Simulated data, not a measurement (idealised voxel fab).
Process module name: voxel tone inversion
The cross-section shown here is cut; it is 250 nm wide and divided into square cells measuring 5 nm on a side.
How to read a cross-section here: the picture is a grid of square cells, written as bands going from the top down, and any band can span one or more rows of cells. Band: top height; bottom height; in nm. Then, left to right: material with width in nm, for each material. "throughout": a single material spanning edge to edge. "empty": empty space. Heads up on the height convention: 0 is the point under which the incoming wafer is all one material, and the lowest band has no bottom, it just keeps going down, like "0 -> down". Quick explanation for "30 to 40": the width changes in equal steps down the rows of cells, from the first number in the band's top row to the second number in its bottom row. Where a step carries "everything unchanged", the cross-section came out of it unchanged, cell for cell. Look at "Cavities, closed" for the closed voids: empty spaces with no open path to the top, sized 8 cells or up. Each is width x height at distance, distance from the left edge, all nm. If you see something after the settings on a step's line, that's the simulator's own remark about that step. Each step line may optionally specify "overlay nm", which for a step with a mask gives the rightward distance between the mask's planned place and where it lay, a negative value indicating the leftward direction.

## So here's the lineup of process steps we planned
1,RECEIVE [material Si]
2,CONFORMAL_DEP [material SiCN] [thk nm 5]
3,DIRECTIONAL_DEP [material aC] [thk nm 20]
4,PATTERN [tone cover] [mask id POSTS] [material resist] [width nm 15] [pitch nm 35] [thk nm 30] [overlay nm 0]
5,DIRECTIONAL_ETCH [etch materials aC] [depth nm 20]
6,STRIP [etch materials resist]
7,FILL_DEP [material lowk] [thk nm 10]
8,CMP [height nm 25]
9,STRIP [etch materials aC]
10,CONFORMAL_DEP [material TiN] [thk nm 5]
11,FILL_DEP [material W] [thk nm 5]
12,CMP [height nm 25]
13,CONFORMAL_DEP [material SiN] [thk nm 5]

## On the first of the two wafers: run conducted according to plan

## Cross-section of the wafer upon arrival, representing the state reached after step 1
> 0 -> down = Si throughout
> Cavities, closed: none

## after step 2
> 5 -> 0 = SiCN throughout
> No changes below 0.

## after step 3
> 25 -> 5 = aC throughout
> No changes below 5.

## after step 4
> 55 -> 25 = empty: 65; resist: 15; empty: 20; resist: 15; empty: 20; resist: 15; empty: 20; resist: 15; empty: 65
> No changes below 25.

## after step 5
> 35 -> 25 = empty: 65; resist: 15; empty: 20; resist: 15; empty: 20; resist: 15; empty: 20; resist: 15; empty: 65
> 25 -> 5 = empty: 65; aC: 15; empty: 20; aC: 15; empty: 20; aC: 15; empty: 20; aC: 15; empty: 65
> No changes below 5.

## after step 6
> 25 -> 5 = empty: 65; aC: 15; empty: 20; aC: 15; empty: 20; aC: 15; empty: 20; aC: 15; empty: 65
> No changes below 5.

## after step 7
> 35 -> 25 = lowk throughout
> 25 -> 5 = lowk: 65; aC: 15; lowk: 20; aC: 15; lowk: 20; aC: 15; lowk: 20; aC: 15; lowk: 65
> No changes below 5.

## after step 8
> 25 -> 5 = lowk: 65; aC: 15; lowk: 20; aC: 15; lowk: 20; aC: 15; lowk: 20; aC: 15; lowk: 65
> No changes below 5.

## after step 9
> 25 -> 5 = lowk: 65; empty: 15; lowk: 20; empty: 15; lowk: 20; empty: 15; lowk: 20; empty: 15; lowk: 65
> No changes below 5.

## after step 10
> 30 -> 25 = TiN: 70; empty: 5; TiN: 30; empty: 5; TiN: 30; empty: 5; TiN: 30; empty: 5; TiN: 70
> 25 -> 10 = lowk: 65; TiN: 5; empty: 5; TiN: 5; lowk: 20; TiN: 5; empty: 5; TiN: 5; lowk: 20; TiN: 5; empty: 5; TiN: 5; lowk: 20; TiN: 5; empty: 5; TiN: 5; lowk: 65
> 10 -> 5 = lowk: 65; TiN: 15; lowk: 20; TiN: 15; lowk: 20; TiN: 15; lowk: 20; TiN: 15; lowk: 65
> No changes below 5.

## after step 11
> 35 -> 30 = W throughout
> 30 -> 25 = TiN: 70; W: 5; TiN: 30; W: 5; TiN: 30; W: 5; TiN: 30; W: 5; TiN: 70
> 25 -> 10 = lowk: 65; TiN: 5; W: 5; TiN: 5; lowk: 20; TiN: 5; W: 5; TiN: 5; lowk: 20; TiN: 5; W: 5; TiN: 5; lowk: 20; TiN: 5; W: 5; TiN: 5; lowk: 65
> No changes below 10.

## after step 12
> 25 -> 10 = lowk: 65; TiN: 5; W: 5; TiN: 5; lowk: 20; TiN: 5; W: 5; TiN: 5; lowk: 20; TiN: 5; W: 5; TiN: 5; lowk: 20; TiN: 5; W: 5; TiN: 5; lowk: 65
> No changes below 10.

## after step 13
> 30 -> 25 = SiN throughout
> No changes below 25.

## Second Wafer (Identical Start and Plan, One Processing Error; Matches First Wafer Through Step 2)

## Cross-section of the second wafer corresponding to the planned conclusion of step 3
> 20 -> 5 = aC throughout
> No changes below 5.

## Cross-section of the second wafer corresponding to the planned conclusion of step 4
> 50 -> 20 = empty: 65; resist: 15; empty: 20; resist: 15; empty: 20; resist: 15; empty: 20; resist: 15; empty: 65
> No changes below 20.

## Cross-section of the second wafer corresponding to the planned conclusion of step 5
> 30 -> 20 = empty: 65; resist: 15; empty: 20; resist: 15; empty: 20; resist: 15; empty: 20; resist: 15; empty: 65
> 20 -> 5 = empty: 65; aC: 15; empty: 20; aC: 15; empty: 20; aC: 15; empty: 20; aC: 15; empty: 65
> No changes below 5.

## Cross-section of the second wafer corresponding to the planned conclusion of step 6
> 20 -> 5 = empty: 65; aC: 15; empty: 20; aC: 15; empty: 20; aC: 15; empty: 20; aC: 15; empty: 65
> No changes below 5.

## Cross-section of the second wafer corresponding to the planned conclusion of step 7
> 30 -> 20 = lowk throughout
> 20 -> 5 = lowk: 65; aC: 15; lowk: 20; aC: 15; lowk: 20; aC: 15; lowk: 20; aC: 15; lowk: 65
> No changes below 5.

## Cross-section of the second wafer corresponding to the planned conclusion of step 8
> 25 -> 20 = lowk throughout
> No changes below 20.

Cross-section of the second wafer corresponding to the planned conclusion of step 9: everything unchanged

## Cross-section of the second wafer corresponding to the planned conclusion of step 10
> 30 -> 25 = TiN throughout
> No changes below 25.

## Cross-section of the second wafer corresponding to the planned conclusion of step 11
> 35 -> 30 = W throughout
> No changes below 30.

## Cross-section of the second wafer corresponding to the planned conclusion of step 12
> 25 -> 20 = lowk throughout
> No changes below 20.

## Cross-section of the second wafer corresponding to the planned conclusion of step 13
> 30 -> 25 = SiN throughout
> No changes below 25.
Run error: planned and actual differ for step 3; actual: DIRECTIONAL_DEP [material aC] [thk nm 15]
At the finish, the second wafer shows more or fewer cells for some materials than the first does: -36 TiN | -12 W | +36 aC | +12 lowk
